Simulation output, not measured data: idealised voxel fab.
process module | voxel wiring stack
cross-section cut | 275 nm wide | cells 5 nm
A cross-section is a grid of square cells, given in bands from the top down. A band is one or more rows of cells.
Each band's line starts with the height of the band's top and of its bottom, in nm. Then come its materials from left to right, each with its width in nm. One material with "throughout" fills the band from edge to edge. "air" is empty space.
Height 0 is the level under which the wafer as received is all one material. The lowest band goes on downwards, as in "0 down".
A width such as "30 to 40" changes by the same amount from each row of cells to the next, from the band's top row to its bottom row.
"no change" after a step means that no cell of the cross-section changed.
closed voids: empty space of 8 cells or more with no open way to the top, each as width x height at its distance from the left edge, in nm
after a step's settings: what the simulator itself notes on the step
overlay nm, on a step with a mask: how far to the right of its planned place the mask lay; to the left if negative
plan
1 op RECEIVE | material Si
2 op CONFORMAL_DEP | material SiO2 | thk nm 10
3 op DIRECTIONAL_DEP | material TiN | thk nm 5
4 op DIRECTIONAL_DEP | material W | thk nm 25
5 op PATTERN | tone cover | mask id METAL_1 | material resist | width nm 20 | pitch nm 35 | thk nm 15 | overlay nm 0
6 op DIRECTIONAL_ETCH | etch materials W | depth nm 25
7 op DIRECTIONAL_ETCH | etch materials TiN | depth nm 5
8 op STRIP | etch materials resist
9 op FILL_DEP | material lowk | thk nm 5
10 op CMP | height nm 40
11 op CONFORMAL_DEP | material SiCN | thk nm 5
12 op DIRECTIONAL_DEP | material SiO2 | thk nm 15
13 op PATTERN | tone open | mask id PLUG_1 | material resist | width nm 15 | pitch nm 70 | thk nm 20 | overlay nm 0
14 op DIRECTIONAL_ETCH | etch materials SiO2 | depth nm 15
15 op DIRECTIONAL_ETCH | etch materials SiCN | depth nm 5
16 op STRIP | etch materials resist
17 op EPI | material Ru | thk nm 10
18 op EPI | material Ru | thk nm 10
19 op DIRECTIONAL_DEP | material TiN | thk nm 5
20 op DIRECTIONAL_DEP | material W | thk nm 25
21 op DIRECTIONAL_DEP | material aC | thk nm 15
22 op PATTERN | tone cover | mask id METAL_2 | material resist | width nm 20 | pitch nm 35 | thk nm 30 | overlay nm 0
23 op DIRECTIONAL_ETCH | etch materials aC | depth nm 15
24 op STRIP | etch materials resist
25 op DIRECTIONAL_ETCH | etch materials W | depth nm 25
26 op DIRECTIONAL_ETCH | etch materials TiN | depth nm 5
27 op STRIP | etch materials aC
28 op FILL_DEP | material lowk | thk nm 5
29 op CMP | height nm 90
30 op CONFORMAL_DEP | material SiCN | thk nm 5
31 op DIRECTIONAL_DEP | material SiO2 | thk nm 10
32 op DIRECTIONAL_DEP | material aC | thk nm 10
33 op PATTERN | tone open | mask id PLUG_2 | material resist | width nm 15 | pitch nm 70 | thk nm 25 | overlay nm 0
34 op DIRECTIONAL_ETCH | etch materials aC | depth nm 10
35 op STRIP | etch materials resist
36 op DIRECTIONAL_ETCH | etch materials SiO2 | depth nm 10
37 op DIRECTIONAL_ETCH | etch materials SiCN | depth nm 5
38 op STRIP | etch materials aC
39 op CONFORMAL_DEP | material TiN | thk nm 5
40 op FILL_DEP | material Ru | thk nm 5
41 op CMP | height nm 105
42 op CONFORMAL_DEP | material SiN | thk nm 5
43 op DIRECTIONAL_DEP | material SiO2 | thk nm 5
44 op PATTERN | tone open | mask id METAL_3 | material resist | width nm 20 | pitch nm 35 | thk nm 20 | overlay nm 0
45 op DIRECTIONAL_ETCH | etch materials SiO2 | depth nm 15
46 op DIRECTIONAL_ETCH | etch materials SiN | depth nm 5
47 op STRIP | etch materials resist
48 op CONFORMAL_DEP | material TiN | thk nm 5
49 op FILL_DEP | material Cu | thk nm 10
50 op CMP | height nm 125
51 op EPI | material Ru | thk nm 5
52 op FILL_DEP | material SiCN | thk nm 5
varied across the wafers: thk nm of step 43. The plan shows the first wafer's value. All wafers start alike
first wafer as received, after step 1
  0 down: Si throughout
  closed voids: none
first wafer at the end, after step 52
  135 to 130: SiCN throughout
  130 to 125: Ru throughout
  125 to 120: Cu throughout
  120 to 115: TiN 95 | Cu 10 | TiN 25 | Cu 10 | TiN 25 | Cu 10 | TiN 100
  115 to 110: SiO2 90 | TiN 5 | Cu 10 | TiN 5 | SiO2 15 | TiN 5 | Cu 10 | TiN 5 | SiO2 15 | TiN 5 | Cu 10 | TiN 5 | SiO2 95
  110 to 105: SiN 90 | TiN 20 | SiN 15 | TiN 20 | SiN 15 | TiN 20 | SiN 95
  105 to 95: SiO2 90 | TiN 5 | Ru 5 | TiN 5 | SiO2 55 | TiN 5 | Ru 5 | TiN 5 | SiO2 100
  95 to 90: SiCN 90 | TiN 15 | SiCN 55 | TiN 15 | SiCN 100
  90 to 65: lowk 90 | W 20 | lowk 15 | W 20 | lowk 15 | W 20 | lowk 95
  65 to 60: lowk 90 | TiN 20 | lowk 15 | TiN 20 | lowk 15 | TiN 20 | lowk 95
  60 to 45: SiO2 90 | Ru 15 | SiO2 55 | Ru 15 | SiO2 100
  45 to 40: SiCN 90 | Ru 15 | SiCN 55 | Ru 15 | SiCN 100
  40 to 15: lowk 90 | W 20 | lowk 15 | W 20 | lowk 15 | W 20 | lowk 95
  15 to 10: lowk 90 | TiN 20 | lowk 15 | TiN 20 | lowk 15 | TiN 20 | lowk 95
  10 to 0: SiO2 throughout
  0 down: Si throughout
  closed voids: none
last wafer at the end
  130 to 125: SiCN throughout
  125 to 110: SiO2 throughout
  110 to 105: SiN throughout
  105 to 95: SiO2 90 | TiN 5 | Ru 5 | TiN 5 | SiO2 55 | TiN 5 | Ru 5 | TiN 5 | SiO2 100
  95 to 90: SiCN 90 | TiN 15 | SiCN 55 | TiN 15 | SiCN 100
  90 to 65: lowk 90 | W 20 | lowk 15 | W 20 | lowk 15 | W 20 | lowk 95
  65 to 60: lowk 90 | TiN 20 | lowk 15 | TiN 20 | lowk 15 | TiN 20 | lowk 95
  60 to 45: SiO2 90 | Ru 15 | SiO2 55 | Ru 15 | SiO2 100
  45 to 40: SiCN 90 | Ru 15 | SiCN 55 | Ru 15 | SiCN 100
  40 to 15: lowk 90 | W 20 | lowk 15 | W 20 | lowk 15 | W 20 | lowk 95
  15 to 10: lowk 90 | TiN 20 | lowk 15 | TiN 20 | lowk 15 | TiN 20 | lowk 95
  10 to 0: SiO2 throughout
  0 down: Si throughout
  closed voids: none
each wafer at the end: cells of each material gained (+) or lost (-) since it was received, then its closed voids
thk nm 5 | +67 Cu | +83 Ru | +153 SiCN | +43 SiN | +398 SiO2 | +105 TiN | +120 W | +516 lowk | closed voids: none
thk nm 10 | +18 Cu | +83 Ru | +153 SiCN | +43 SiN | +441 SiO2 | +111 TiN | +120 W | +516 lowk | closed voids: none
thk nm 15 | +18 Cu | +46 Ru | +190 SiCN | +43 SiN | +484 SiO2 | +68 TiN | +120 W | +516 lowk | closed voids: none
thk nm 20 | +6 Cu | +46 Ru | +190 SiCN | +55 SiN | +496 SiO2 | +56 TiN | +120 W | +516 lowk | closed voids: none
thk nm 25 | +46 Ru | +190 SiCN | +55 SiN | +508 SiO2 | +50 TiN | +120 W | +516 lowk | closed voids: none
thk nm 30 | +28 Ru | +153 SiCN | +55 SiN | +520 SiO2 | +38 TiN | +120 W | +516 lowk | closed voids: none
